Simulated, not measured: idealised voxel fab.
process module | voxel gate over fins
cross-section cut | 165 nm wide | cells 5 nm
A cross-section is a grid of square cells, given in bands from the top down. A band is one or more rows of cells.
Each band's line starts with the height of the band's top and of its bottom, in nm. Then come its materials from left to right, each with its width in nm. One material with "throughout" fills the band from edge to edge. "air" is empty space.
Height 0 is the level under which the wafer as received is all one material. The lowest band goes on downwards, as in "0 down".
A width such as "30 to 40" changes by the same amount from each row of cells to the next, from the band's top row to its bottom row.
"no change" after a step means that no cell of the cross-section changed.
closed voids: empty space of 8 cells or more with no open way to the top, each as width x height at its distance from the left edge, in nm
after a step's settings: what the simulator itself notes on the step
overlay nm, on a step with a mask: how far to the right of its planned place the mask lay; to the left if negative
plan
1 op RECEIVE | material Si
2 op CONFORMAL_DEP | material SiN | thk nm 5
3 op PATTERN | tone cover | mask id FINS | material resist | width nm 15 | pitch nm 60 | thk nm 20 | overlay nm 0
4 op DIRECTIONAL_ETCH | etch materials SiN | depth nm 5
5 op DIRECTIONAL_ETCH | etch materials Si | depth nm 30
6 op STRIP | etch materials resist
7 op OXIDIZE | depth nm 5
8 op FILL_DEP | material SiO2 | thk nm 5
9 op CMP | height nm 5
10 op MASKED_ETCH | tone open | mask id RAIL | width nm 15 | etch materials SiO2 | depth nm 30 | overlay nm 0
11 op CONFORMAL_DEP | material TiN | thk nm 5
12 op FILL_DEP | material W | thk nm 10
13 op CMP | height nm 5
14 op SELECTIVE_ETCH | etch materials W Ru TiN | depth nm 25
15 op FILL_DEP | material SiO2 | thk nm 5
16 op CMP | height nm 5
17 op SELECTIVE_ETCH | etch materials SiO2 | depth nm 20
18 op STRIP | etch materials SiN
19 op CONFORMAL_DEP | material HfO2 | thk nm 5
20 op CONFORMAL_DEP | material TiN | thk nm 5
21 op FILL_DEP | material W | thk nm 15
22 op CMP | height nm 20
23 op CONFORMAL_DEP | material SiN | thk nm 10
as received, after step 1
  0 down: Si throughout
  closed voids: none
a wafer at the end: this start, this plan, one mistake
  30 to 20: SiN throughout
  20 to 10: W throughout
  10 to 5: W 10 | TiN 25 | W 35 | TiN 25 | W 35 | TiN 25 | W 10
  5 to 0: W 10 | TiN 5 | HfO2 15 | TiN 5 | W 35 | TiN 5 | HfO2 15 | TiN 5 | W 35 | TiN 5 | HfO2 15 | TiN 5 | W 10
  0 to -5: W 10 | TiN 5 | HfO2 5 | Si 5 | HfO2 5 | TiN 5 | W 35 | TiN 5 | HfO2 5 | Si 5 | HfO2 5 | TiN 5 | W 35 | TiN 5 | HfO2 5 | Si 5 | HfO2 5 | TiN 5 | W 10
  -5 to -10: TiN 15 | HfO2 5 | Si 5 | HfO2 5 | TiN 45 | HfO2 5 | Si 5 | HfO2 5 | TiN 45 | HfO2 5 | Si 5 | HfO2 5 | TiN 15
  -10 to -15: HfO2 20 | Si 5 | HfO2 55 | Si 5 | HfO2 55 | Si 5 | HfO2 20
  -15 to -20: SiO2 20 | Si 5 | SiO2 55 | Si 5 | SiO2 55 | Si 5 | SiO2 20
  -20 to -25: SiO2 20 | Si 5 | SiO2 20 | TiN 15 | SiO2 20 | Si 5 | SiO2 55 | Si 5 | SiO2 20
  -25 to -65: SiO2 20 | Si 5 | SiO2 55 | Si 5 | SiO2 55 | Si 5 | SiO2 20
  -65 down: Si throughout
  closed voids: none
what went wrong: step 5 was run twice
